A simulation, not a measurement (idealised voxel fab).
Process module name: voxel self aligned contacts
Square cell edge 5 nm, section width 270 nm, ID cut.
A cross-section is a grid of square cells, given in bands from the top down. A band is one or more rows of cells.
Look at the band entry: it leads with the top's height and the bottom's height in nm. Then it lists the materials left to right, with a width in nm for each. The word "everywhere" on a single material says that material fills the band edge to edge. The word "empty" is empty space.
Heights from 0 (as-received wafer is one material below). Bottom band endless downward, as "z 0 and below".
Note: "30->40" means the width goes from the first number (top row of the band) to the second number (bottom row) in equal steps per row of cells.
Basically "no modifications" means that step didn't change any cell in the cross-section.
Entry "Fully sealed cavities". Content: empty spaces with no open connection to the top, size 8 cells or greater. Each: width x height at distance. Distance: from left edge. Unit: nm.
after a step's settings: what the simulator itself notes on the step
overlay nm: for a step with a mask, the amount by which the mask lay right of where it was planned; a negative amount means left of it.
The planned process steps are enumerated hereunder:
1: RECEIVE (material Si)
2: OXIDIZE (depth nm 5)
3: DIRECTIONAL_DEP (material polySi; thk nm 30)
4: DIRECTIONAL_DEP (material SiN; thk nm 20)
5: DIRECTIONAL_DEP (material aC; thk nm 10)
6: PATTERN (tone cover; mask id GATE; material resist; width nm 30; pitch nm 75; thk nm 30; overlay nm 0)
7: DIRECTIONAL_ETCH (etch materials aC; depth nm 10)
8: STRIP (etch materials resist)
9: DIRECTIONAL_ETCH (etch materials SiN; depth nm 20)
10: DIRECTIONAL_ETCH (etch materials polySi; depth nm 30)
11: STRIP (etch materials aC)
12: CONFORMAL_DEP (material SiN; thk nm 10)
13: DIRECTIONAL_ETCH (etch materials SiN; depth nm 10)
14: FILL_DEP (material SiO2; thk nm 20)
15: CMP (height nm 60)
16: DIRECTIONAL_DEP (material aC; thk nm 10)
17: PATTERN (tone open; mask id CONTACT; material resist; width nm 55; thk nm 30; overlay nm 0)
18: DIRECTIONAL_ETCH (etch materials aC; depth nm 10)
19: STRIP (etch materials resist)
20: DIRECTIONAL_ETCH (etch materials SiO2; depth nm 65)
21: STRIP (etch materials aC)
22: CONFORMAL_DEP (material TiN; thk nm 5)
23: FILL_DEP (material Ru; thk nm 5)
24: CMP (height nm 60)
25: CONFORMAL_DEP (material SiN; thk nm 5)
Cross-sectional view of the wafer in its as-received condition, corresponding to the state after step 1:
    z 0 and below: Si everywhere
    Fully sealed cavities: none
This is how the wafer looks in cross-section once the module is done, given the starting state and plan above and one mistake in carrying the plan out:
    z 65 to 60: SiN everywhere
    z 60 to 50: Ru=100->65 | TiN=5->40 | SiO2=55 | TiN=5->40 | Ru=105->70
    z 50 to 30: Ru=65 | TiN=5 | SiN=50 | SiO2=25 | SiN=50 | TiN=5 | Ru=70
    z 30 to 0: Ru=65 | TiN=5 | SiN=10 | polySi=30 | SiN=10 | SiO2=25 | SiN=10 | polySi=30 | SiN=10 | TiN=5 | Ru=70
    z 0 to -5: TiN=70 | SiO2=125 | TiN=75
    z -5 and below: Si everywhere
    Fully sealed cavities: none
What broke from the plan during processing? off-plan run, step 17, actual operation and settings PATTERN (tone cover; mask id CONTACT; material resist; width nm 55; thk nm 30; overlay nm 0)
